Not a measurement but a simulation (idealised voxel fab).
Process module, titled voxel air gaps
Square cell edge 5 nm, section width 150 nm, ID cut.
Each cross-section below is a grid of square cells, stated as bands in top-down order, with one or more rows of cells making up each band. Band entry format. Leading values: height of top, height of bottom, nm. Remainder: materials in left-to-right order, each with its width in nm. Special words: "edge to edge" on a single material, which then fills the band edge to edge; "air", empty space. Below 0: as-received wafer, all one material; heights counted from there. Lowest band: no bottom, goes on down, written "0 -> down". Top row gets the first number, bottom row gets the second, and each row in between changes by the same step: that is how a band width like "30 to 40" works. Given "nothing different" for a step, no cell of the cross-section differs between before and after that step. Fully sealed cavities: empty space of 8 cells or more with no open way to the top, each as width x height at its distance from the left edge, in nm. after a step's settings: what the simulator itself notes on the step. overlay nm: on a step with a mask, how far right of its planned place the mask lay; negative means left.

## Process steps - plan
1) RECEIVE [material Si]
2) CONFORMAL_DEP [material SiO2] [thk nm 10]
3) CONFORMAL_DEP [material SiN] [thk nm 5]
4) DIRECTIONAL_DEP [material SiO2] [thk nm 30]
5) MASKED_ETCH [tone open] [mask id LINES] [width nm 15] [pitch nm 45] [etch materials SiO2] [depth nm 30] [overlay nm 0]
6) CONFORMAL_DEP [material TiN] [thk nm 5]
7) FILL_DEP [material Ru] [thk nm 10]
8) CMP [height nm 45]
9) EPI [material Ru] [thk nm 10]
10) SELECTIVE_ETCH [etch materials SiO2] [depth nm 40]
11) CONFORMAL_DEP [material SiN] [thk nm 5]

## This is the cross-section of the wafer as we received it, i.e. after step 1
0 -> down: Si edge to edge
Fully sealed cavities: none

## a wafer at the end: this start, this plan, one mistake
75 -> 70: SiN edge to edge
70 -> 50: Ru edge to edge
50 -> 45: TiN: 25 / Ru: 5 / TiN: 40 / Ru: 5 / TiN: 40 / Ru: 5 / TiN: 30
45 -> 20: SiO2: 20 / TiN: 5 / Ru: 5 / TiN: 5 / SiO2: 30 / TiN: 5 / Ru: 5 / TiN: 5 / SiO2: 30 / TiN: 5 / Ru: 5 / TiN: 5 / SiO2: 25
20 -> 15: SiO2: 20 / TiN: 15 / SiO2: 30 / TiN: 15 / SiO2: 30 / TiN: 15 / SiO2: 25
15 -> 10: SiN edge to edge
10 -> 0: SiO2 edge to edge
0 -> down: Si edge to edge
Fully sealed cavities: none
Here's what went sideways: step 8 of the plan was omitted and not executed
